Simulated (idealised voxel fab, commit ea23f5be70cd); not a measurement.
Name of the process module below: voxel tone inversion
We display cut, a cross-section 285 nm in width whose square cells are each 5 nm.
Cross-section = grid of square cells, listed top down in bands; band = one or more rows. For a band, the entry starts with two heights in nm, that of the top and then that of the bottom, and carries on with the band's materials in order from left to right, each alongside its width in nm; the word "throughout" beside a single material means it fills the band edge to edge, and "air" means empty space. Ref level 0: as-received wafer is one material below here. Bottom band extends down with no lower bound ("z 0 and below"). Width "30..40": first value at the band's top row of cells, second value at its bottom row, equal change from row to row. For the purposes of this document, the phrase "all unchanged" attached to a step denotes that no cell within the cross-section was modified by that step. The entry "Cavities, closed" lists the empty spaces that cover at least 8 cells and have no open path to the top. Each is written as width x height at distance, where the distance is measured from the left edge and all three values are in nm. Past the settings on a step's line: simulator remark, on that step. overlay nm, on a step with a mask: how far to the right of its planned place the mask lay; to the left if negative.

### Process steps foreseen in the plan
- 1: RECEIVE (material Si)
- 2: CONFORMAL_DEP (material SiN; thk nm 5)
- 3: DIRECTIONAL_DEP (material aC; thk nm 20)
- 4: PATTERN (tone cover; mask id POSTS; material resist; width nm 15; pitch nm 45; thk nm 30; overlay nm 0)
- 5: DIRECTIONAL_ETCH (etch materials aC; depth nm 20)
- 6: STRIP (etch materials resist)
- 7: FILL_DEP (material lowk; thk nm 10)
- 8: CMP (height nm 25)
- 9: STRIP (etch materials aC)

### Cross-section of the wafer upon arrival, representing the state reached after step 1
    z 0 and below: Si throughout
    Cavities, closed: none

### The module was run from the start shown above using the plan shown above, but one mistake was made doing it; the resulting wafer cross-section is below
    z 25 to 5: lowk throughout
    z 5 to 0: SiN throughout
    z 0 and below: Si throughout
    Cavities, closed: none
Deviation from plan: step 3 was run on a setting that differed from the plan, and what really ran there is DIRECTIONAL_DEP (material lowk; thk nm 20)
